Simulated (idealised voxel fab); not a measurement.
Name of the process module below: voxel gate over fins
Section cut is 160 nm wide and gridded with 5 nm square cells.
If you're reading a cross-section in this doc, picture square cells in a grid; it comes to you as bands, top ones listed first down to the bottom, and a band can be one or more rows of cells.
Heights first: top, then bottom, in nm. Then materials, left to right, each with a width in nm. "edge to edge" on a single material: fills the band edge to edge. "blank": empty space.
Note: height 0 marks the level under which the wafer is uniformly one material as received. Lowest band unbounded below, written "0 nm and below".
It should be noted that a width expressed as "30 to 40" varies in equal increments from row to row of cells within the band, taking the value of the first number at the top row and that of the second number at the bottom row.
Basically "changes: none" means that step didn't change any cell in the cross-section.
Entry "Closed internal cavities". Content: empty spaces with no open connection to the top, size 8 cells or greater. Each: width x height at distance. Distance: from left edge. Unit: nm.
Where a step's line continues beyond its settings, the continuation is a remark by the simulator itself on that step.
Each step line may optionally specify "overlay nm", which for a step with a mask gives the rightward distance between the mask's planned place and where it lay, a negative value indicating the leftward direction.

### Here's what the planned process steps look like
1,RECEIVE (material Si)
2,CONFORMAL_DEP (material SiN; thk nm 5)
3,DIRECTIONAL_DEP (material aC; thk nm 10)
4,PATTERN (tone cover; mask id FINS; material resist; width nm 15; pitch nm 35; thk nm 30; overlay nm 0)
5,DIRECTIONAL_ETCH (etch materials aC; depth nm 10)
6,STRIP (etch materials resist)
7,DIRECTIONAL_ETCH (etch materials SiN; depth nm 5)
8,DIRECTIONAL_ETCH (etch materials Si; depth nm 30)
9,STRIP (etch materials aC)
10,OXIDIZE (depth nm 5)
11,FILL_DEP (material SiO2; thk nm 10)
12,CMP (height nm 5)
13,SELECTIVE_ETCH (etch materials SiO2; depth nm 15)
14,STRIP (etch materials SiN)
15,CONFORMAL_DEP (material HfO2; thk nm 5)
16,CONFORMAL_DEP (material TiN; thk nm 5)
17,CONFORMAL_DEP (material TiAl; thk nm 5)
18,CONFORMAL_DEP (material TiN; thk nm 5)
19,FILL_DEP (material W; thk nm 10)
20,CMP (height nm 25)
21,CONFORMAL_DEP (material SiCN; thk nm 5)

### Shown in cross-section is the wafer as received, that is, as it stands after step 1
- 0 nm and below = Si edge to edge
- Closed internal cavities: none

### End-of-module cross-section of the first of two wafers, processed as planned
- 30 nm to 25 nm = SiCN edge to edge
- 25 nm to 20 nm = W edge to edge
- 20 nm to 15 nm = W 40 nm, TiN 80 nm, W 40 nm
- 15 nm to 10 nm = W 40 nm, TiN 5 nm, TiAl 70 nm, TiN 5 nm, W 40 nm
- 10 nm to 5 nm = TiN 45 nm, TiAl 5 nm, TiN 25 nm, TiAl 10 nm, TiN 25 nm, TiAl 5 nm, TiN 45 nm
- 5 nm to 0 nm = TiAl 50 nm, TiN 5 nm, HfO2 15 nm, TiN 5 nm, TiAl 10 nm, TiN 5 nm, HfO2 15 nm, TiN 5 nm, TiAl 50 nm
- 0 nm to -5 nm = TiN 55 nm, HfO2 5 nm, Si 5 nm, HfO2 5 nm, TiN 20 nm, HfO2 5 nm, Si 5 nm, HfO2 5 nm, TiN 55 nm
- -5 nm to -10 nm = HfO2 60 nm, Si 5 nm, HfO2 30 nm, Si 5 nm, HfO2 60 nm
- -10 nm to -35 nm = SiO2 60 nm, Si 5 nm, SiO2 30 nm, Si 5 nm, SiO2 60 nm
- -35 nm and below = Si edge to edge
- Closed internal cavities: none

### The second wafer, shown in cross-section after the module: started the same way as the first and given the same plan, yet one mistake crept into how it was run
- 30 nm to 25 nm = SiCN edge to edge
- 25 nm to 20 nm = W edge to edge
- 20 nm to 15 nm = W 40 nm, TiN 80 nm, W 40 nm
- 15 nm to 10 nm = W 40 nm, TiN 5 nm, TiAl 70 nm, TiN 5 nm, W 40 nm
- 10 nm to 5 nm = W 40 nm, TiN 5 nm, TiAl 5 nm, TiN 25 nm, TiAl 10 nm, TiN 25 nm, TiAl 5 nm, TiN 5 nm, W 40 nm
- 5 nm to 0 nm = W 40 nm, TiN 5 nm, TiAl 5 nm, TiN 5 nm, HfO2 15 nm, TiN 5 nm, TiAl 10 nm, TiN 5 nm, HfO2 15 nm, TiN 5 nm, TiAl 5 nm, TiN 5 nm, W 40 nm
- 0 nm to -5 nm = W 40 nm, TiN 5 nm, TiAl 5 nm, TiN 5 nm, HfO2 5 nm, Si 5 nm, HfO2 5 nm, TiN 5 nm, TiAl 10 nm, TiN 5 nm, HfO2 5 nm, Si 5 nm, HfO2 5 nm, TiN 5 nm, TiAl 5 nm, TiN 5 nm, W 40 nm
- -5 nm to -10 nm = TiN 45 nm, TiAl 5 nm, TiN 5 nm, HfO2 5 nm, Si 5 nm, HfO2 5 nm, TiN 5 nm, TiAl 10 nm, TiN 5 nm, HfO2 5 nm, Si 5 nm, HfO2 5 nm, TiN 5 nm, TiAl 5 nm, TiN 45 nm
- -10 nm to -15 nm = TiAl 50 nm, TiN 5 nm, HfO2 5 nm, Si 5 nm, HfO2 5 nm, TiN 5 nm, TiAl 10 nm, TiN 5 nm, HfO2 5 nm, Si 5 nm, HfO2 5 nm, TiN 5 nm, TiAl 50 nm
- -15 nm to -20 nm = TiN 55 nm, HfO2 5 nm, Si 5 nm, HfO2 5 nm, TiN 20 nm, HfO2 5 nm, Si 5 nm, HfO2 5 nm, TiN 55 nm
- -20 nm to -25 nm = HfO2 60 nm, Si 5 nm, HfO2 30 nm, Si 5 nm, HfO2 60 nm
- -25 nm to -35 nm = SiO2 60 nm, Si 5 nm, SiO2 30 nm, Si 5 nm, SiO2 60 nm
- -35 nm and below = Si edge to edge
- Closed internal cavities: none
Deviation from plan: step 13 of the plan was carried out twice
Wafer comparison, final, in cells, second relative to first, materials more or fewer: +12 HfO2, -90 SiO2, +12 TiAl, +18 TiN, +48 W
